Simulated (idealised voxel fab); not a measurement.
process module | voxel self aligned contacts
cross-section cut | 210 nm wide | cells 5 nm
A cross-section is a grid of square cells, given in bands from the top down. A band is one or more rows of cells.
Each band's line starts with the height of the band's top and of its bottom, in nm. Then come its materials from left to right, each with its width in nm. One material with "throughout" fills the band from edge to edge. "air" is empty space.
Height 0 is the level under which the wafer as received is all one material. The lowest band goes on downwards, as in "0 down".
A width such as "30 to 40" changes by the same amount from each row of cells to the next, from the band's top row to its bottom row.
"no change" after a step means that no cell of the cross-section changed.
closed voids: empty space of 8 cells or more with no open way to the top, each as width x height at its distance from the left edge, in nm
after a step's settings: what the simulator itself notes on the step
overlay nm, on a step with a mask: how far to the right of its planned place the mask lay; to the left if negative
plan
1 op RECEIVE | material Si
2 op OXIDIZE | depth nm 5
3 op DIRECTIONAL_DEP | material polySi | thk nm 30
4 op DIRECTIONAL_DEP | material SiN | thk nm 20
5 op MASKED_ETCH | tone cover | mask id GATE | width nm 15 | pitch nm 60 | etch materials SiN | depth nm 20 | overlay nm 0
6 op MASKED_ETCH | tone cover | mask id GATE | width nm 25 | pitch nm 60 | etch materials polySi | depth nm 30 | overlay nm 0
7 op CONFORMAL_DEP | material SiN | thk nm 10
8 op DIRECTIONAL_ETCH | etch materials SiN | depth nm 10
9 op FILL_DEP | material SiO2 | thk nm 15
10 op CMP | height nm 60
11 op MASKED_ETCH | tone open | mask id CONTACT | width nm 45 | etch materials SiO2 | depth nm 65 | overlay nm 0
12 op CONFORMAL_DEP | material TiN | thk nm 5
13 op FILL_DEP | material W | thk nm 10
14 op CMP | height nm 60
15 op CONFORMAL_DEP | material SiN | thk nm 5
varied across the wafers: width nm of step 5. The plan shows the first wafer's value. All wafers start alike
first wafer as received, after step 1
  0 down: Si throughout
  closed voids: none
first wafer at the end, after step 15
  65 to 60: SiN throughout
  60 to 50: SiO2 80 | TiN 5 to 15 | W 35 to 15 | TiN 5 to 15 | SiO2 85
  50 to 35: SiO2 55 | SiN 35 | TiN 5 | W 15 | TiN 5 | SiN 35 | SiO2 60
  35 to 30: SiO2 55 | SiN 35 | TiN 10 | W 5 | TiN 10 | SiN 35 | SiO2 60
  30 to 0: SiO2 50 | SiN 10 | polySi 25 | SiN 10 | TiN 5 | W 5 | TiN 5 | SiN 10 | polySi 25 | SiN 10 | SiO2 55
  0 to -5: SiO2 95 | TiN 15 | SiO2 100
  -5 down: Si throughout
  closed voids: none
last wafer at the end
  65 to 60: SiN throughout
  60 to 55: SiO2 80 | TiN 5 | W 35 | TiN 5 | SiO2 85
  55 to 50: SiO2 80 | TiN 45 | SiO2 85
  50 to 30: SiO2 45 | SiN 120 | SiO2 45
  30 to 0: SiO2 45 | SiN 10 | polySi 40 | SiN 20 | polySi 40 | SiN 10 | SiO2 45
  0 to -5: SiO2 throughout
  -5 down: Si throughout
  closed voids: none
each wafer at the end: cells of each material gained (+) or lost (-) since it was received, then its closed voids
width nm 15 | -42 Si | +146 SiN | +323 SiO2 | +33 TiN | +26 W | +60 polySi | closed voids: none
width nm 20 | -42 Si | +154 SiN | +319 SiO2 | +33 TiN | +22 W | +60 polySi | closed voids: none
width nm 25 | -42 Si | +162 SiN | +315 SiO2 | +33 TiN | +18 W | +60 polySi | closed voids: none
width nm 30 | -42 Si | +170 SiN | +306 SiO2 | +33 TiN | +7 W | +72 polySi | closed voids: none
width nm 35 | -42 Si | +178 SiN | +297 SiO2 | +22 TiN | +7 W | +84 polySi | closed voids: none
width nm 40 | -42 Si | +186 SiN | +288 SiO2 | +11 TiN | +7 W | +96 polySi | closed voids: none
